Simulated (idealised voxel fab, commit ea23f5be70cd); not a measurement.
process module | voxel self aligned vias
cross-section cut | 290 nm wide | cells 5 nm
A cross-section is a grid of square cells, given in bands from the top down. A band is one or more rows of cells.
Each band's line starts with the height of the band's top and of its bottom, in nm. Then come its materials from left to right, each with its width in nm. One material with "throughout" fills the band from edge to edge. "air" is empty space.
Height 0 is the level under which the wafer as received is all one material. The lowest band goes on downwards, as in "0 down".
A width such as "30 to 40" changes by the same amount from each row of cells to the next, from the band's top row to its bottom row.
"no change" after a step means that no cell of the cross-section changed.
closed voids: empty space of 8 cells or more with no open way to the top, each as width x height at its distance from the left edge, in nm
after a step's settings: what the simulator itself notes on the step
overlay nm, on a step with a mask: how far to the right of its planned place the mask lay; to the left if negative
plan
1 op RECEIVE | material Si
2 op CONFORMAL_DEP | material SiO2 | thk nm 15
3 op CONFORMAL_DEP | material SiCN | thk nm 5
4 op DIRECTIONAL_DEP | material SiO2 | thk nm 20
5 op MASKED_ETCH | tone open | mask id LINES | width nm 25 | pitch nm 70 | etch materials SiO2 | depth nm 20 | overlay nm 0
6 op CONFORMAL_DEP | material TiN | thk nm 5
7 op FILL_DEP | material Ru | thk nm 10
8 op CMP | height nm 40
9 op SELECTIVE_ETCH | etch materials W Ru TiN | depth nm 10
10 op FILL_DEP | material SiN | thk nm 5
11 op CMP | height nm 40
12 op DIRECTIONAL_DEP | material SiO2 | thk nm 20
13 op PATTERN | tone open | mask id VIAS | material resist | width nm 45 | thk nm 20 | overlay nm 0
14 op DIRECTIONAL_ETCH | etch materials SiO2 | depth nm 20
15 op DIRECTIONAL_ETCH | etch materials SiN | depth nm 10
16 op STRIP | etch materials resist
17 op CONFORMAL_DEP | material TiN | thk nm 5
18 op FILL_DEP | material W | thk nm 5
19 op CMP | height nm 60
20 op CONFORMAL_DEP | material SiN | thk nm 5
as received, after step 1
  0 down: Si throughout
  closed voids: none
first wafer at the end, as planned
  65 to 60: SiN throughout
  60 to 45: SiO2 85 | TiN 5 | W 35 | TiN 5 | SiO2 160
  45 to 40: SiO2 85 | TiN 15 | W 15 | TiN 15 | SiO2 160
  40 to 35: SiO2 95 | TiN 5 | W 15 | TiN 5 | SiO2 45 | SiN 25 | SiO2 100
  35 to 30: SiO2 95 | TiN 25 | SiO2 45 | SiN 25 | SiO2 100
  30 to 25: SiO2 95 | TiN 5 | Ru 15 | TiN 5 | SiO2 45 | TiN 5 | Ru 15 | TiN 5 | SiO2 100
  25 to 20: SiO2 95 | TiN 25 | SiO2 45 | TiN 25 | SiO2 100
  20 to 15: SiCN throughout
  15 to 0: SiO2 throughout
  0 down: Si throughout
  closed voids: none
second wafer at the end: like start, like plan, one mistake
  65 to 60: SiN throughout
  60 to 40: SiO2 85 | TiN 5 | W 35 | TiN 5 | SiO2 160
  40 to 35: SiO2 85 | TiN 5 | W 35 | TiN 5 | SiO2 35 | SiN 25 | SiO2 100
  35 to 30: SiO2 85 | TiN 45 | SiO2 35 | SiN 25 | SiO2 100
  30 to 25: SiO2 85 | TiN 15 | Ru 15 | TiN 15 | SiO2 35 | TiN 5 | Ru 15 | TiN 5 | SiO2 100
  25 to 20: SiO2 85 | TiN 45 | SiO2 35 | TiN 25 | SiO2 100
  20 to 15: SiCN throughout
  15 to 0: SiO2 throughout
  0 down: Si throughout
  closed voids: none
what went wrong: step 14 was run twice
at the end the second wafer has, in cells: 16 fewer of SiO2 | 8 more of TiN | 8 more of W
